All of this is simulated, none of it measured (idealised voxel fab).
process module | voxel fin reveal
cross-section cut | 275 nm wide | cells 5 nm
A cross-section is a grid of square cells, given in bands from the top down. A band is one or more rows of cells.
Each band's line starts with the height of the band's top and of its bottom, in nm. Then come its materials from left to right, each with its width in nm. One material with "throughout" fills the band from edge to edge. "air" is empty space.
Height 0 is the level under which the wafer as received is all one material. The lowest band goes on downwards, as in "0 down".
A width such as "30 to 40" changes by the same amount from each row of cells to the next, from the band's top row to its bottom row.
"no change" after a step means that no cell of the cross-section changed.
closed voids: empty space of 8 cells or more with no open way to the top, each as width x height at its distance from the left edge, in nm
after a step's settings: what the simulator itself notes on the step
overlay nm, on a step with a mask: how far to the right of its planned place the mask lay; to the left if negative
plan
1 op RECEIVE | material Si
2 op CONFORMAL_DEP | material SiN | thk nm 5
3 op MASKED_ETCH | tone cover | mask id FINS | width nm 15 | pitch nm 40 | etch materials SiN | depth nm 5 | overlay nm 0
4 op MASKED_ETCH | tone cover | mask id FINS | width nm 15 | pitch nm 40 | etch materials Si | depth nm 35 | overlay nm 0
5 op FILL_DEP | material SiO2 | thk nm 10
6 op CMP | height nm 5
7 op SELECTIVE_ETCH | etch materials SiO2 | depth nm 25
8 op STRIP | etch materials SiN
9 op CONFORMAL_DEP | material HfO2 | thk nm 5
as received, after step 1
  0 down: Si throughout
  closed voids: none
a wafer at the end: this start, this plan, one mistake
  5 to 0: air 105 | HfO2 25 | air 15 | HfO2 25 | air 105
  0 to -15: air 105 | HfO2 5 | Si 15 | HfO2 5 | air 15 | HfO2 5 | Si 15 | HfO2 5 | air 105
  -15 to -20: HfO2 90 | air 15 | HfO2 5 | Si 15 | HfO2 5 | air 15 | HfO2 5 | Si 15 | HfO2 5 | air 15 | HfO2 90
  -20 to -25: SiO2 85 | HfO2 25 | Si 15 | HfO2 25 | Si 15 | HfO2 25 | SiO2 85
  -25 to -35: SiO2 110 | Si 15 | SiO2 25 | Si 15 | SiO2 110
  -35 down: Si throughout
  closed voids: none
what went wrong: steps 7 and 8 were swapped
